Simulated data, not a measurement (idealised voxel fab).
Process module, titled voxel transistor to metal
This is section cut - it's 295 nm across, gridded in 5 nm square cells.
Bands, listed from the top down, are how a cross-section gets written in this document; the cross-section itself is a grid of square cells, and a band is one or more rows of them. Within each band entry, the heights of the top and of the bottom of the band appear first, in that order and in nm; the materials of the band then follow from left to right, each with its corresponding width in nm. The designation "edge to edge" on a single material indicates that it fills the band from edge to edge; the designation "air" indicates empty space. Ref level 0: as-received wafer is one material below here. Bottom band extends down with no lower bound ("top 0, no bottom"). A width such as "30..40" changes by the same amount from each row of cells to the next, from the band's top row to its bottom row. No cell of the cross-section changed in a step that is given as "remained unchanged". The list in "Closed void table" covers empty spaces of 8 cells or more that cannot reach the top through any open way, and it gives each as width x height at distance; the distance is from the left edge, and width, height and distance are in nm. Whatever follows a step's settings on its line is a remark the simulator itself makes about that step. The line of a step may include "overlay nm". On a step with a mask, this value is how far to the right of its planned place the mask lay. A negative value means the mask lay to the left.
PLANNED STEP LIST FOR THE PROCESS
1) RECEIVE with material Si
2) CONFORMAL_DEP with material SiO2, thk nm 5
3) CONFORMAL_DEP with material SiN, thk nm 15
4) PATTERN with tone cover, mask id ACTIVE, material resist, width nm 105, pitch nm 135, thk nm 15, overlay nm 0
5) DIRECTIONAL_ETCH with etch materials SiN, depth nm 15
6) DIRECTIONAL_ETCH with etch materials SiO2, depth nm 5
7) DIRECTIONAL_ETCH with etch materials Si, depth nm 30
8) STRIP with etch materials resist
9) OXIDIZE with depth nm 5
10) FILL_DEP with material SiO2, thk nm 10
11) CMP with height nm 20
12) SELECTIVE_ETCH with etch materials SiO2, depth nm 15
13) STRIP with etch materials SiN
14) SELECTIVE_ETCH with etch materials SiO2, depth nm 5
15) OXIDIZE with depth nm 5
16) DIRECTIONAL_DEP with material polySi, thk nm 25
17) DIRECTIONAL_DEP with material SiCN, thk nm 10
18) MASKED_ETCH with tone cover, mask id GATE, width nm 25, pitch nm 135, etch materials SiCN, depth nm 20, overlay nm 0
19) MASKED_ETCH with tone cover, mask id GATE, width nm 25, pitch nm 135, etch materials polySi, depth nm 35, overlay nm 0
20) CONFORMAL_DEP with material SiO2, thk nm 5
21) DIRECTIONAL_ETCH with etch materials SiO2, depth nm 5
22) CONFORMAL_DEP with material SiN, thk nm 10
23) DIRECTIONAL_ETCH with etch materials SiN, depth nm 10
24) DIRECTIONAL_ETCH with etch materials SiO2, depth nm 5
25) DIRECTIONAL_ETCH with etch materials Si, depth nm 15
26) EPI with material nSi, thk nm 15
27) FILL_DEP with material SiO2, thk nm 10
28) CMP with height nm 35
29) DIRECTIONAL_DEP with material SiO2, thk nm 15
30) DIRECTIONAL_DEP with material aC, thk nm 15
31) PATTERN with tone open, mask id CONTACT, material resist, width nm 30, thk nm 30, overlay nm 0
32) DIRECTIONAL_ETCH with etch materials aC, depth nm 15
33) STRIP with etch materials resist
34) DIRECTIONAL_ETCH with etch materials SiO2, depth nm 55
35) STRIP with etch materials aC
36) CONFORMAL_DEP with material TiN, thk nm 5
37) FILL_DEP with material W, thk nm 5
38) CMP with height nm 50
39) DIRECTIONAL_DEP with material TiN, thk nm 5
40) DIRECTIONAL_DEP with material Ru, thk nm 20
41) PATTERN with tone cover, mask id METAL_1, material resist, width nm 20, thk nm 20, overlay nm 0
42) DIRECTIONAL_ETCH with etch materials Ru, depth nm 20
43) DIRECTIONAL_ETCH with etch materials TiN, depth nm 5
44) STRIP with etch materials resist
45) CONFORMAL_DEP with material SiN, thk nm 5
46) FILL_DEP with material lowk, thk nm 5
47) CMP with height nm 75
48) CONFORMAL_DEP with material SiCN, thk nm 5
49) DIRECTIONAL_DEP with material lowk, thk nm 25
50) DIRECTIONAL_DEP with material aC, thk nm 15
51) PATTERN with tone open, mask id METAL_2, material resist, width nm 20, pitch nm 135, thk nm 35, overlay nm 0
52) DIRECTIONAL_ETCH with etch materials aC, depth nm 15
53) STRIP with etch materials resist
54) DIRECTIONAL_ETCH with etch materials lowk, depth nm 15
55) STRIP with etch materials aC
56) DIRECTIONAL_DEP with material aC, thk nm 10
57) PATTERN with tone open, mask id METAL_2_HOLES, material resist, width nm 15, pitch nm 135, thk nm 25, overlay nm 0
58) DIRECTIONAL_ETCH with etch materials aC, depth nm 10
59) STRIP with etch materials resist
60) DIRECTIONAL_ETCH with etch materials lowk, depth nm 10
61) DIRECTIONAL_ETCH with etch materials SiCN, depth nm 5
62) STRIP with etch materials aC
63) CONFORMAL_DEP with material TiN, thk nm 5
64) FILL_DEP with material Cu, thk nm 5
65) CMP with height nm 105
66) CONFORMAL_DEP with material SiCN, thk nm 5
CROSS-SECTION OF THE WAFER AS IT CAME TO US, I.E., ALREADY THROUGH STEP 1
  top 0, no bottom | Si edge to edge
  Closed void table: none
CROSS-SECTION: FIRST OF TWO WAFERS, MODULE FINISHED, RUN ACCORDING TO PLAN
  top 110, bottom 105 | SiCN edge to edge
  top 105, bottom 95 | 30 lowk / 5 TiN / 10 Cu / 5 TiN / 115 lowk / 5 TiN / 10 Cu / 5 TiN / 110 lowk
  top 95, bottom 90 | 30 lowk / 5 TiN / 5 Cu / 10 TiN / 115 lowk / 5 TiN / 5 Cu / 10 TiN / 110 lowk
  top 90, bottom 80 | 30 lowk / 5 TiN / 5 Cu / 5 TiN / 120 lowk / 5 TiN / 5 Cu / 5 TiN / 115 lowk
  top 80, bottom 75 | 30 SiCN / 15 TiN / 120 SiCN / 15 TiN / 115 SiCN
  top 75, bottom 55 | 25 lowk / 5 SiN / 20 Ru / 5 SiN / 45 lowk / 5 SiN / 20 Ru / 5 SiN / 30 lowk / 5 SiN / 20 Ru / 5 SiN / 45 lowk / 5 SiN / 20 Ru / 5 SiN / 30 lowk
  top 55, bottom 50 | 30 SiN / 20 TiN / 55 SiN / 20 TiN / 40 SiN / 20 TiN / 55 SiN / 20 TiN / 35 SiN
  top 50, bottom 40 | 30 SiO2 / 5 TiN / 20 W / 5 TiN / 35 SiO2 / 5 TiN / 20 W / 5 TiN / 40 SiO2 / 5 TiN / 20 W / 5 TiN / 35 SiO2 / 5 TiN / 20 W / 5 TiN / 35 SiO2
  top 40, bottom 35 | 30 SiO2 / 5 TiN / 10 W / 15 TiN / 35 SiO2 / 15 TiN / 10 W / 5 TiN / 40 SiO2 / 5 TiN / 10 W / 15 TiN / 35 SiO2 / 15 TiN / 10 W / 5 TiN / 35 SiO2
  top 35, bottom 25 | 30 SiO2 / 5 TiN / 10 W / 5 TiN / 10 SiN / 5 SiO2 / 25 SiCN / 5 SiO2 / 10 SiN / 5 TiN / 10 W / 5 TiN / 40 SiO2 / 5 TiN / 10 W / 5 TiN / 10 SiN / 5 SiO2 / 25 SiCN / 5 SiO2 / 10 SiN / 5 TiN / 10 W / 5 TiN / 35 SiO2
  top 25, bottom 15 | 30 SiO2 / 5 TiN / 10 W / 5 TiN / 10 SiN / 5 SiO2 / 25 polySi / 5 SiO2 / 10 SiN / 5 TiN / 10 W / 5 TiN / 40 SiO2 / 5 TiN / 10 W / 5 TiN / 10 SiN / 5 SiO2 / 25 polySi / 5 SiO2 / 10 SiN / 5 TiN / 10 W / 5 TiN / 35 SiO2
  top 15, bottom 10 | 30 SiO2 / 20 TiN / 10 SiN / 5 SiO2 / 25 polySi / 5 SiO2 / 10 SiN / 20 TiN / 40 SiO2 / 20 TiN / 10 SiN / 5 SiO2 / 25 polySi / 5 SiO2 / 10 SiN / 20 TiN / 35 SiO2
  top 10, bottom 0 | 30 SiO2 / 5 TiN / 15 nSi / 10 SiN / 5 SiO2 / 25 polySi / 5 SiO2 / 10 SiN / 15 nSi / 5 TiN / 40 SiO2 / 5 TiN / 15 nSi / 10 SiN / 5 SiO2 / 25 polySi / 5 SiO2 / 10 SiN / 15 nSi / 5 TiN / 35 SiO2
  top 0, bottom -5 | 30 SiO2 / 5 TiN / 15 nSi / 55 SiO2 / 15 nSi / 5 TiN / 40 SiO2 / 5 TiN / 15 nSi / 55 SiO2 / 15 nSi / 5 TiN / 35 SiO2
  top -5, bottom -20 | 30 SiO2 / 20 nSi / 55 Si / 20 nSi / 40 SiO2 / 20 nSi / 55 Si / 20 nSi / 35 SiO2
  top -20, bottom -35 | 30 SiO2 / 95 Si / 40 SiO2 / 95 Si / 35 SiO2
  top -35, no bottom | Si edge to edge
  Closed void table: none
HERE'S THE SECOND OF OUR TWO WAFERS SECTIONED AT MODULE END. SAME START AS THE FIRST, SAME PLAN, BUT ONE MISTAKE GOT MADE RUNNING IT
  top 110, bottom 105 | SiCN edge to edge
  top 105, bottom 95 | 30 lowk / 5 TiN / 10 Cu / 5 TiN / 115 lowk / 5 TiN / 10 Cu / 5 TiN / 110 lowk
  top 95, bottom 90 | 30 lowk / 5 TiN / 5 Cu / 10 TiN / 115 lowk / 5 TiN / 5 Cu / 10 TiN / 110 lowk
  top 90, bottom 80 | 30 lowk / 5 TiN / 5 Cu / 5 TiN / 120 lowk / 5 TiN / 5 Cu / 5 TiN / 115 lowk
  top 80, bottom 75 | 30 SiCN / 15 TiN / 120 SiCN / 15 TiN / 115 SiCN
  top 75, bottom 55 | 25 lowk / 5 SiN / 25 Ru / 5 SiN / 40 lowk / 5 SiN / 25 Ru / 5 SiN / 25 lowk / 5 SiN / 25 Ru / 5 SiN / 40 lowk / 5 SiN / 25 Ru / 5 SiN / 25 lowk
  top 55, bottom 50 | 30 SiN / 25 TiN / 50 SiN / 25 TiN / 35 SiN / 25 TiN / 50 SiN / 25 TiN / 30 SiN
  top 50, bottom 40 | 30 SiO2 / 5 TiN / 20 W / 5 TiN / 35 SiO2 / 5 TiN / 20 W / 5 TiN / 40 SiO2 / 5 TiN / 20 W / 5 TiN / 35 SiO2 / 5 TiN / 20 W / 5 TiN / 35 SiO2
  top 40, bottom 35 | 30 SiO2 / 5 TiN / 10 W / 15 TiN / 35 SiO2 / 15 TiN / 10 W / 5 TiN / 40 SiO2 / 5 TiN / 10 W / 15 TiN / 35 SiO2 / 15 TiN / 10 W / 5 TiN / 35 SiO2
  top 35, bottom 25 | 30 SiO2 / 5 TiN / 10 W / 5 TiN / 10 SiN / 5 SiO2 / 25 SiCN / 5 SiO2 / 10 SiN / 5 TiN / 10 W / 5 TiN / 40 SiO2 / 5 TiN / 10 W / 5 TiN / 10 SiN / 5 SiO2 / 25 SiCN / 5 SiO2 / 10 SiN / 5 TiN / 10 W / 5 TiN / 35 SiO2
  top 25, bottom 15 | 30 SiO2 / 5 TiN / 10 W / 5 TiN / 10 SiN / 5 SiO2 / 25 polySi / 5 SiO2 / 10 SiN / 5 TiN / 10 W / 5 TiN / 40 SiO2 / 5 TiN / 10 W / 5 TiN / 10 SiN / 5 SiO2 / 25 polySi / 5 SiO2 / 10 SiN / 5 TiN / 10 W / 5 TiN / 35 SiO2
  top 15, bottom 10 | 30 SiO2 / 20 TiN / 10 SiN / 5 SiO2 / 25 polySi / 5 SiO2 / 10 SiN / 20 TiN / 40 SiO2 / 20 TiN / 10 SiN / 5 SiO2 / 25 polySi / 5 SiO2 / 10 SiN / 20 TiN / 35 SiO2
  top 10, bottom 0 | 30 SiO2 / 5 TiN / 15 nSi / 10 SiN / 5 SiO2 / 25 polySi / 5 SiO2 / 10 SiN / 15 nSi / 5 TiN / 40 SiO2 / 5 TiN / 15 nSi / 10 SiN / 5 SiO2 / 25 polySi / 5 SiO2 / 10 SiN / 15 nSi / 5 TiN / 35 SiO2
  top 0, bottom -5 | 30 SiO2 / 5 TiN / 15 nSi / 55 SiO2 / 15 nSi / 5 TiN / 40 SiO2 / 5 TiN / 15 nSi / 55 SiO2 / 15 nSi / 5 TiN / 35 SiO2
  top -5, bottom -20 | 30 SiO2 / 20 nSi / 55 Si / 20 nSi / 40 SiO2 / 20 nSi / 55 Si / 20 nSi / 35 SiO2
  top -20, bottom -35 | 30 SiO2 / 95 Si / 40 SiO2 / 95 Si / 35 SiO2
  top -35, no bottom | Si edge to edge
  Closed void table: none
Here's what went sideways: step 41 was not run as planned; what actually ran was PATTERN with tone cover, mask id METAL_1, material resist, width nm 25, thk nm 20, overlay nm 0
Cell-count delta at end, second wafer over first, by material: Ru: 16 more; SiN: 4 fewer; TiN: 4 more; lowk: 16 fewer
